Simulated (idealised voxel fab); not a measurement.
Process module heading - voxel capacitor over wiring
Xsec cut, 290 nm wide, square cell size 5 nm.
Square cells in a grid make up a cross-section in this document, and the grid is given as bands, listed from the top down, each one or more rows of cells. A band entry consists of two parts. The first gives the height of the band's top and the height of its bottom, in nm. The rest lists the band's materials from left to right, each with its width in nm. A single material labelled with the word "everywhere" fills the band from edge to edge, and the word "air" marks empty space. Height reference: 0 = level under which incoming wafer is all one material. Lowest band: no bottom, runs on downward, e.g. "0 -> down". When a width is written as two numbers, as in "30..40", the first number is the width in the top row of cells of the band and the second is the width in its bottom row, and the width changes by the same amount from each row to the next. It should be understood that the words "everything unchanged", when stated for a given step, signify that the cross-section underwent no change in any of its cells during that step. What "Closed internal cavities" gives you is every empty space of 8 cells or more that is cut off from the top. Each appears as width x height at distance, with the distance taken from the left edge and width, height and distance all in nm. Step line, after settings: the simulator's comment on this step. Each step line may optionally specify "overlay nm", which for a step with a mask gives the rightward distance between the mask's planned place and where it lay, a negative value indicating the leftward direction.
Plan:
1: RECEIVE | material Si
2: CONFORMAL_DEP | material SiO2 | thk nm 15
3: CONFORMAL_DEP | material SiN | thk nm 5
4: DIRECTIONAL_DEP | material lowk | thk nm 25
5: DIRECTIONAL_DEP | material aC | thk nm 10
6: PATTERN | tone open | mask id METAL_1 | material resist | width nm 30 | pitch nm 85 | thk nm 30 | overlay nm 0
7: DIRECTIONAL_ETCH | etch materials aC | depth nm 10
8: STRIP | etch materials resist
9: DIRECTIONAL_ETCH | etch materials lowk | depth nm 25
10: DIRECTIONAL_ETCH | etch materials SiN | depth nm 5
11: STRIP | etch materials aC
12: CONFORMAL_DEP | material TiN | thk nm 5
13: FILL_DEP | material W | thk nm 5
14: CMP | height nm 45
15: CONFORMAL_DEP | material SiCN | thk nm 5
16: DIRECTIONAL_DEP | material SiO2 | thk nm 15
17: MASKED_ETCH | tone open | mask id PLUG_1 | width nm 15 | etch materials SiO2 | depth nm 15 | overlay nm 0
18: MASKED_ETCH | tone open | mask id PLUG_1 | width nm 15 | etch materials SiCN | depth nm 5 | overlay nm 0
19: EPI | material Ru | thk nm 10
20: EPI | material Ru | thk nm 10
21: DIRECTIONAL_DEP | material TiN | thk nm 5
22: DIRECTIONAL_DEP | material HfO2 | thk nm 5
23: DIRECTIONAL_DEP | material TiN | thk nm 10
24: MASKED_ETCH | tone cover | mask id UPPER_PLATE | width nm 60 | etch materials TiN | depth nm 10 | overlay nm 0
25: MASKED_ETCH | tone cover | mask id UPPER_PLATE | width nm 60 | etch materials HfO2 | depth nm 5 | overlay nm 0
26: DIRECTIONAL_DEP | material aC | thk nm 10
27: PATTERN | tone cover | mask id LOWER_PLATE | material resist | width nm 70 | thk nm 25 | overlay nm 0
28: DIRECTIONAL_ETCH | etch materials aC | depth nm 10
29: STRIP | etch materials resist
30: DIRECTIONAL_ETCH | etch materials TiN | depth nm 5
31: STRIP | etch materials aC
32: FILL_DEP | material SiO2 | thk nm 20
33: CMP | height nm 100
34: DIRECTIONAL_DEP | material aC | thk nm 15
35: PATTERN | tone open | mask id PLUG_2 | material resist | width nm 15 | thk nm 30 | overlay nm 0
36: DIRECTIONAL_ETCH | etch materials aC | depth nm 15
37: STRIP | etch materials resist
38: DIRECTIONAL_ETCH | etch materials SiO2 | depth nm 15
39: STRIP | etch materials aC
40: CONFORMAL_DEP | material TiN | thk nm 5
41: FILL_DEP | material Cu | thk nm 5
42: CMP | height nm 100
43: CONFORMAL_DEP | material SiN | thk nm 5
Step 1 complete: cross-section of the wafer as received:
0 -> down | Si everywhere
Closed internal cavities: none
One mistake in running the module, otherwise start and plan as above: cross-section at the end:
105 -> 100 | SiN everywhere
100 -> 90 | 110 nm SiO2, then 5 nm TiN, then 5 nm Cu, then 5 nm TiN, then 165 nm SiO2
90 -> 85 | 110 nm SiO2, then 15 nm TiN, then 165 nm SiO2
85 -> 75 | 100 nm SiO2, then 60 nm TiN, then 130 nm SiO2
75 -> 70 | 100 nm SiO2, then 60 nm HfO2, then 130 nm SiO2
70 -> 65 | 95 nm SiO2, then 70 nm TiN, then 125 nm SiO2
65 -> 50 | 100 nm SiO2, then 20 nm Ru, then 170 nm SiO2
50 -> 45 | 100 nm SiCN, then 15 nm Ru, then 175 nm SiCN
45 -> 20 | 85 nm lowk, then 5 nm TiN, then 20 nm W, then 5 nm TiN, then 55 nm lowk, then 5 nm TiN, then 20 nm W, then 5 nm TiN, then 90 nm lowk
20 -> 15 | 85 nm SiN, then 30 nm TiN, then 55 nm SiN, then 30 nm TiN, then 90 nm SiN
15 -> 0 | SiO2 everywhere
0 -> down | Si everywhere
Closed internal cavities: none
In executing the process, a mistake was made relative to the plan: for step 17, the planned setting was not used; the step was instead run as MASKED_ETCH | tone open | mask id PLUG_1 | width nm 20 | etch materials SiO2 | depth nm 15 | overlay nm 0
